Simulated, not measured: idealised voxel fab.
process module | voxel local oxidation
Square cell edge 5 nm, section width 235 nm, ID cut.
Square cells in a grid make up a cross-section in this document, and the grid is given as bands, listed from the top down, each one or more rows of cells.
Within each band entry, the heights of the top and of the bottom of the band appear first, in that order and in nm; the materials of the band then follow from left to right, each with its corresponding width in nm. The designation "full width" on a single material indicates that it fills the band from edge to edge; the designation "air" indicates empty space.
The level at which height equals 0 is the one under which the wafer, as it arrives, is entirely one material. No lower edge exists for the bottom band, which continues downward and is notated as in "0 and below".
A two-number width, for instance "30->40", indicates that the width is equal to the first number in the top row of the band and to the second number in the bottom row, and that it changes by a constant amount per row of cells.
Given "same as before" for a step, no cell of the cross-section differs between before and after that step.
What "Fully sealed cavities" gives you is every empty space of 8 cells or more that is cut off from the top. Each appears as width x height at distance, with the distance taken from the left edge and width, height and distance all in nm.
On each step's line, the part that comes after the settings is the simulator's own comment on the step.
The setting "overlay nm" may be written on the line of a step. When the step uses a mask, the value reports how far to the right of the planned place the mask lay, and a negative value reports that it lay to the left.
[Process steps (planned)]
1: RECEIVE with material Si
2: OXIDIZE with depth nm 5
3: CONFORMAL_DEP with material SiN, thk nm 15
4: PATTERN with tone cover, mask id ACTIVE, material resist, width nm 130, thk nm 20, overlay nm 0
5: DIRECTIONAL_ETCH with etch materials SiN, depth nm 15
6: STRIP with etch materials resist
7: SELECTIVE_ETCH with etch materials SiO2, depth nm 5
8: OXIDIZE with depth nm 10
9: STRIP with etch materials SiN
[First of two wafers - as planned]
[Incoming wafer, cross-sectional view, post step 1]
  0 and below  Si full width
  Fully sealed cavities: none
[Step 2 complete: cross-section through the wafer]
  0 down to -5  SiO2 full width
  Below -5, no change.
[Step 3 complete: cross-section through the wafer]
  15 down to 0  SiN full width
  Below 0, no change.
[Step 4 complete: cross-section through the wafer]
  35 down to 15  air: 50  resist: 130  air: 55
  Below 15, no change.
[Step 5 complete: cross-section through the wafer]
  35 down to 15  air: 50  resist: 130  air: 55
  15 down to 0  air: 50  SiN: 130  air: 55
  Below 0, no change.
[Step 6 complete: cross-section through the wafer]
  15 down to 0  air: 50  SiN: 130  air: 55
  Below 0, no change.
[Step 7 complete: cross-section through the wafer]
  15 down to 0  air: 50  SiN: 130  air: 55
  0 down to -5  air: 55  SiO2: 120  air: 60
  Below -5, no change.
[Step 8 complete: cross-section through the wafer]
  15 down to 0  air: 50  SiN: 130  air: 55
  0 down to -5  air: 55  SiO2: 120  air: 60
  -5 down to -15  SiO2: 65  Si: 100  SiO2: 70
  Below -15, no change.
[Step 9 complete: cross-section through the wafer]
  0 down to -5  air: 55  SiO2: 120  air: 60
  Below -5, no change.
[What follows concerns the second wafer, which started out like the first and was meant to follow the very same plan; one mistake crept in when it was run, but everything up to and including step 4 is the same as for the first wafer]
[X-section, second wafer, when step 5 was due to finish]
  35 down to 15  air: 50  resist: 130  air: 55
  15 down to 0  air: 50  SiN: 130  air: 55
  Below 0, no change.
[X-section, second wafer, when step 6 was due to finish]
  15 down to 0  air: 50  SiN: 130  air: 55
  Below 0, no change.
[X-section, second wafer, when step 7 was due to finish]
  15 down to 0  air: 50  SiN: 130  air: 55
  0 down to -5  air: 55  SiO2: 120  air: 60
  Below -5, no change.
[X-section, second wafer, when step 8 was due to finish]
  15 down to 0  air: 50  SiN: 130  air: 55
  0 down to -5  air: 55  SiO2: 120  air: 60
  -5 down to -15  SiO2: 65  Si: 100  SiO2: 70
  Below -15, no change.
[X-section, second wafer, when step 9 was due to finish]
  0 down to -5  air: 55  SiO2: 120  air: 60
  Below -5, no change.
What was the processing mistake? yeah, plan step 5 got run twice
Upon completion, the cross-sectional profiles of the two wafers are identical; consequently, the error exerts no influence on the quantities computed by this model.
